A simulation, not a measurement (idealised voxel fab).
Proc. module: voxel released beams
Pictured: cross-section cut, 255 nm wide, on a grid of 5 nm square cells.
In what follows, cross-sections appear as grids of square cells, described through bands that run from the top down, where every band is one or more rows of cells.
It is stipulated that each band's entry specify, in nanometres, the height of the top of the band and then that of its bottom, followed by the materials of the band in left-to-right sequence, each together with its width in nanometres. A single material marked by the word "throughout" is understood to fill the band from edge to edge; the word "blank" is understood to denote empty space.
Heights are expressed relative to 0, this being the level below which the as-received wafer comprises one material exclusively. The lowest band is unbounded in the downward direction and is denoted as in "0 and below".
Width "30 to 40": first value at the band's top row of cells, second value at its bottom row, equal change from row to row.
Step marked "identical to before"? Then no cell in the cross-section changed in it.
"closed voids" - sealed voids, min. 8 cells, no opening to top; format: width x height at distance (distance from left edge; nm throughout).
If you see something after the settings on a step's line, that's the simulator's own remark about that step.
"overlay nm" answers the question of how far to the right of plan the mask lay on a step that has a mask, and when it is negative the answer is to the left.
## The process steps that were planned are listed below
| 1 | RECEIVE | material Si |
| 2 | CONFORMAL_DEP | material SiN | thk nm 10 |
| 3 | DIRECTIONAL_DEP | material SiO2 | thk nm 10 |
| 4 | MASKED_ETCH | tone open | mask id ANCHOR | width nm 45 | etch materials SiO2 | depth nm 10 | overlay nm 0 |
| 5 | CONFORMAL_DEP | material TiN | thk nm 15 |
| 6 | MASKED_ETCH | tone cover | mask id BEAM | width nm 120 | etch materials TiN | depth nm 15 | overlay nm 0 |
| 7 | STRIP | etch materials SiO2 |
## This is the cross-section of the wafer as we received it, i.e. after step 1
  0 and below | Si throughout
  closed voids: none
## Cross-section at module end, one run error; start and plan unchanged from above
  35 down to 25 | 60 nm blank  25 nm TiN  15 nm blank  80 nm TiN  75 nm blank
  25 down to 20 | 60 nm blank  120 nm TiN  75 nm blank
  20 down to 10 | 70 nm blank  45 nm TiN  140 nm blank
  10 down to 0 | SiN throughout
  0 and below | Si throughout
  closed voids: none
Short version of what went wrong: step 6 changed vs plan, executed as MASKED_ETCH | tone cover | mask id BEAM | width nm 120 | etch materials TiN | depth nm 15 | overlay nm -5
